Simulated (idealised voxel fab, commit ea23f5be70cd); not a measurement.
process module | voxel self aligned vias
FYI the section here is cut, 185 nm wide, cells are 5 nm squares.
We lay out every cross-section as a grid of square cells and spell it out in bands from the top down, where one band means one or more rows of cells.
The entry gives the band's vertical extent as a top height and a bottom height in nm, then its horizontal make-up as materials from left to right, each with a width in nm. "blank" stands for empty space; a single material marked "all across" fills the band edge to edge.
Ref level 0: as-received wafer is one material below here. Bottom band extends down with no lower bound ("from 0 down").
It should be noted that a width expressed as "30 to 40" varies in equal increments from row to row of cells within the band, taking the value of the first number at the top row and that of the second number at the bottom row.
"all unchanged" (step): cross-section cells unchanged, all of them.
"Completely enclosed voids" means: voids of 8 cells or more that are shut off from the top with no open way through. Written width x height at distance, distance from the left edge, in nm.
Whatever follows a step's settings on its line is a remark the simulator itself makes about that step.
The optional step-line setting "overlay nm" applies to steps with a mask and quantifies how far to the right of its planned location the mask lay, a negative value indicating leftward placement.

# These are the steps we planned for the process
1) RECEIVE with material Si
2) CONFORMAL_DEP with material SiO2, thk nm 15
3) CONFORMAL_DEP with material SiCN, thk nm 5
4) DIRECTIONAL_DEP with material SiO2, thk nm 30
5) DIRECTIONAL_DEP with material aC, thk nm 15
6) PATTERN with tone open, mask id LINES, material resist, width nm 30, pitch nm 70, thk nm 30, overlay nm 0
7) DIRECTIONAL_ETCH with etch materials aC, depth nm 15
8) STRIP with etch materials resist
9) DIRECTIONAL_ETCH with etch materials SiO2, depth nm 30
10) STRIP with etch materials aC
11) CONFORMAL_DEP with material TiN, thk nm 5
12) FILL_DEP with material W, thk nm 10
13) CMP with height nm 50
14) SELECTIVE_ETCH with etch materials W Ru TiN, depth nm 5
15) FILL_DEP with material SiN, thk nm 5
16) CMP with height nm 50
17) DIRECTIONAL_DEP with material SiO2, thk nm 15
18) MASKED_ETCH with tone open, mask id VIAS, width nm 40, pitch nm 70, etch materials SiO2, depth nm 15, overlay nm 0
19) MASKED_ETCH with tone open, mask id VIAS, width nm 40, pitch nm 70, etch materials SiN, depth nm 5, overlay nm 0
20) CONFORMAL_DEP with material TiN, thk nm 5
21) FILL_DEP with material W, thk nm 5
22) CMP with height nm 65
23) CONFORMAL_DEP with material SiCN, thk nm 5

# first wafer, as planned

# Received-state cross-section, reflecting completion of step 1
  from 0 down | Si all across
  Completely enclosed voids: none

# Cross-section through the wafer, step 2 finished
  from 15 to 0 | SiO2 all across
  Below 0, the layers are the same as they were.

# Cross-section through the wafer, step 3 finished
  from 20 to 15 | SiCN all across
  Below 15, the layers are the same as they were.

# Cross-section through the wafer, step 4 finished
  from 50 to 20 | SiO2 all across
  Below 20, the layers are the same as they were.

# Cross-section through the wafer, step 5 finished
  from 65 to 50 | aC all across
  Below 50, the layers are the same as they were.

# Cross-section through the wafer, step 6 finished
  from 95 to 65 | resist=40; blank=30; resist=40; blank=30; resist=45
  Below 65, the layers are the same as they were.

# Cross-section through the wafer, step 7 finished
  from 80 to 65 | resist=40; blank=30; resist=40; blank=30; resist=45
  from 65 to 50 | aC=40; blank=30; aC=40; blank=30; aC=45
  Below 50, the layers are the same as they were.

# Cross-section through the wafer, step 8 finished
  from 65 to 50 | aC=40; blank=30; aC=40; blank=30; aC=45
  Below 50, the layers are the same as they were.

# Cross-section through the wafer, step 9 finished
  from 65 to 50 | aC=40; blank=30; aC=40; blank=30; aC=45
  from 50 to 20 | SiO2=40; blank=30; SiO2=40; blank=30; SiO2=45
  Below 20, the layers are the same as they were.

# Cross-section through the wafer, step 10 finished
  from 50 to 20 | SiO2=40; blank=30; SiO2=40; blank=30; SiO2=45
  Below 20, the layers are the same as they were.

# Cross-section through the wafer, step 11 finished
  from 55 to 50 | TiN=45; blank=20; TiN=50; blank=20; TiN=50
  from 50 to 25 | SiO2=40; TiN=5; blank=20; TiN=5; SiO2=40; TiN=5; blank=20; TiN=5; SiO2=45
  from 25 to 20 | SiO2=40; TiN=30; SiO2=40; TiN=30; SiO2=45
  Below 20, the layers are the same as they were.

# Cross-section through the wafer, step 12 finished
  from 65 to 55 | W all across
  from 55 to 50 | TiN=45; W=20; TiN=50; W=20; TiN=50
  from 50 to 25 | SiO2=40; TiN=5; W=20; TiN=5; SiO2=40; TiN=5; W=20; TiN=5; SiO2=45
  Below 25, the layers are the same as they were.

# Cross-section through the wafer, step 13 finished
  from 50 to 25 | SiO2=40; TiN=5; W=20; TiN=5; SiO2=40; TiN=5; W=20; TiN=5; SiO2=45
  Below 25, the layers are the same as they were.

# Cross-section through the wafer, step 14 finished
  from 50 to 45 | SiO2=40; blank=30; SiO2=40; blank=30; SiO2=45
  Below 45, the layers are the same as they were.

# Cross-section through the wafer, step 15 finished
  from 55 to 50 | SiN all across
  from 50 to 45 | SiO2=40; SiN=30; SiO2=40; SiN=30; SiO2=45
  Below 45, the layers are the same as they were.

# Cross-section through the wafer, step 16 finished
  from 50 to 45 | SiO2=40; SiN=30; SiO2=40; SiN=30; SiO2=45
  Below 45, the layers are the same as they were.

# Cross-section through the wafer, step 17 finished
  from 65 to 50 | SiO2 all across
  Below 50, the layers are the same as they were.

# Cross-section through the wafer, step 18 finished
  from 65 to 50 | SiO2=35; blank=40; SiO2=30; blank=40; SiO2=40
  Below 50, the layers are the same as they were.

# Cross-section through the wafer, step 19 finished
  from 65 to 50 | SiO2=35; blank=40; SiO2=30; blank=40; SiO2=40
  from 50 to 45 | SiO2=40; blank=30; SiO2=40; blank=30; SiO2=45
  Below 45, the layers are the same as they were.

# Cross-section through the wafer, step 20 finished
  from 70 to 65 | TiN=40; blank=30; TiN=40; blank=30; TiN=45
  from 65 to 55 | SiO2=35; TiN=5; blank=30; TiN=5; SiO2=30; TiN=5; blank=30; TiN=5; SiO2=40
  from 55 to 50 | SiO2=35; TiN=10; blank=20; TiN=10; SiO2=30; TiN=10; blank=20; TiN=10; SiO2=40
  from 50 to 45 | SiO2=40; TiN=30; SiO2=40; TiN=30; SiO2=45
  Below 45, the layers are the same as they were.

# Cross-section through the wafer, step 21 finished
  from 75 to 70 | W all across
  from 70 to 65 | TiN=40; W=30; TiN=40; W=30; TiN=45
  from 65 to 55 | SiO2=35; TiN=5; W=30; TiN=5; SiO2=30; TiN=5; W=30; TiN=5; SiO2=40
  from 55 to 50 | SiO2=35; TiN=10; W=20; TiN=10; SiO2=30; TiN=10; W=20; TiN=10; SiO2=40
  Below 50, the layers are the same as they were.

# Cross-section through the wafer, step 22 finished
  from 65 to 55 | SiO2=35; TiN=5; W=30; TiN=5; SiO2=30; TiN=5; W=30; TiN=5; SiO2=40
  Below 55, the layers are the same as they were.

# Cross-section through the wafer, step 23 finished
  from 70 to 65 | SiCN all across
  Below 65, the layers are the same as they were.

# Okay, second wafer. Nothing different at the start, nothing different in the plan, just one mistake somewhere in the running. As far as step 1, counting that step, it's the first wafer all over again

Second wafer: cross-section at the scheduled end of step 2: all unchanged

# Second wafer: cross-section at the scheduled end of step 3
  from 5 to 0 | SiCN all across
  Below 0, the layers are the same as they were.

# Second wafer: cross-section at the scheduled end of step 4
  from 35 to 5 | SiO2 all across
  Below 5, the layers are the same as they were.

# Second wafer: cross-section at the scheduled end of step 5
  from 50 to 35 | aC all across
  Below 35, the layers are the same as they were.

# Second wafer: cross-section at the scheduled end of step 6
  from 80 to 50 | resist=40; blank=30; resist=40; blank=30; resist=45
  Below 50, the layers are the same as they were.

# Second wafer: cross-section at the scheduled end of step 7
  from 65 to 50 | resist=40; blank=30; resist=40; blank=30; resist=45
  from 50 to 35 | aC=40; blank=30; aC=40; blank=30; aC=45
  Below 35, the layers are the same as they were.

# Second wafer: cross-section at the scheduled end of step 8
  from 50 to 35 | aC=40; blank=30; aC=40; blank=30; aC=45
  Below 35, the layers are the same as they were.

# Second wafer: cross-section at the scheduled end of step 9
  from 50 to 35 | aC=40; blank=30; aC=40; blank=30; aC=45
  from 35 to 5 | SiO2=40; blank=30; SiO2=40; blank=30; SiO2=45
  Below 5, the layers are the same as they were.

# Second wafer: cross-section at the scheduled end of step 10
  from 35 to 5 | SiO2=40; blank=30; SiO2=40; blank=30; SiO2=45
  Below 5, the layers are the same as they were.

# Second wafer: cross-section at the scheduled end of step 11
  from 40 to 35 | TiN=45; blank=20; TiN=50; blank=20; TiN=50
  from 35 to 10 | SiO2=40; TiN=5; blank=20; TiN=5; SiO2=40; TiN=5; blank=20; TiN=5; SiO2=45
  from 10 to 5 | SiO2=40; TiN=30; SiO2=40; TiN=30; SiO2=45
  Below 5, the layers are the same as they were.

# Second wafer: cross-section at the scheduled end of step 12
  from 50 to 40 | W all across
  from 40 to 35 | TiN=45; W=20; TiN=50; W=20; TiN=50
  from 35 to 10 | SiO2=40; TiN=5; W=20; TiN=5; SiO2=40; TiN=5; W=20; TiN=5; SiO2=45
  Below 10, the layers are the same as they were.

Second wafer: cross-section at the scheduled end of step 13: all unchanged

# Second wafer: cross-section at the scheduled end of step 14
  from 45 to 40 | W all across
  Below 40, the layers are the same as they were.

# Second wafer: cross-section at the scheduled end of step 15
  from 50 to 45 | SiN all across
  Below 45, the layers are the same as they were.

Second wafer: cross-section at the scheduled end of step 16: all unchanged

# Second wafer: cross-section at the scheduled end of step 17
  from 65 to 50 | SiO2 all across
  Below 50, the layers are the same as they were.

# Second wafer: cross-section at the scheduled end of step 18
  from 65 to 50 | SiO2=35; blank=40; SiO2=30; blank=40; SiO2=40
  Below 50, the layers are the same as they were.

# Second wafer: cross-section at the scheduled end of step 19
  from 65 to 50 | SiO2=35; blank=40; SiO2=30; blank=40; SiO2=40
  from 50 to 45 | SiN=35; blank=40; SiN=30; blank=40; SiN=40
  Below 45, the layers are the same as they were.

# Second wafer: cross-section at the scheduled end of step 20
  from 70 to 65 | TiN=40; blank=30; TiN=40; blank=30; TiN=45
  from 65 to 50 | SiO2=35; TiN=5; blank=30; TiN=5; SiO2=30; TiN=5; blank=30; TiN=5; SiO2=40
  from 50 to 45 | SiN=35; TiN=40; SiN=30; TiN=40; SiN=40
  Below 45, the layers are the same as they were.

# Second wafer: cross-section at the scheduled end of step 21
  from 75 to 70 | W all across
  from 70 to 65 | TiN=40; W=30; TiN=40; W=30; TiN=45
  from 65 to 50 | SiO2=35; TiN=5; W=30; TiN=5; SiO2=30; TiN=5; W=30; TiN=5; SiO2=40
  Below 50, the layers are the same as they were.

# Second wafer: cross-section at the scheduled end of step 22
  from 65 to 50 | SiO2=35; TiN=5; W=30; TiN=5; SiO2=30; TiN=5; W=30; TiN=5; SiO2=40
  Below 50, the layers are the same as they were.

# Second wafer: cross-section at the scheduled end of step 23
  from 70 to 65 | SiCN all across
  Below 65, the layers are the same as they were.
What was done differently from what was planned? the plan's step 2 was left out and never carried out
Heads up, by the end the second wafer has more or fewer cells of some materials compared to the first: SiN +21; SiO2 -111; TiN +33; W +57
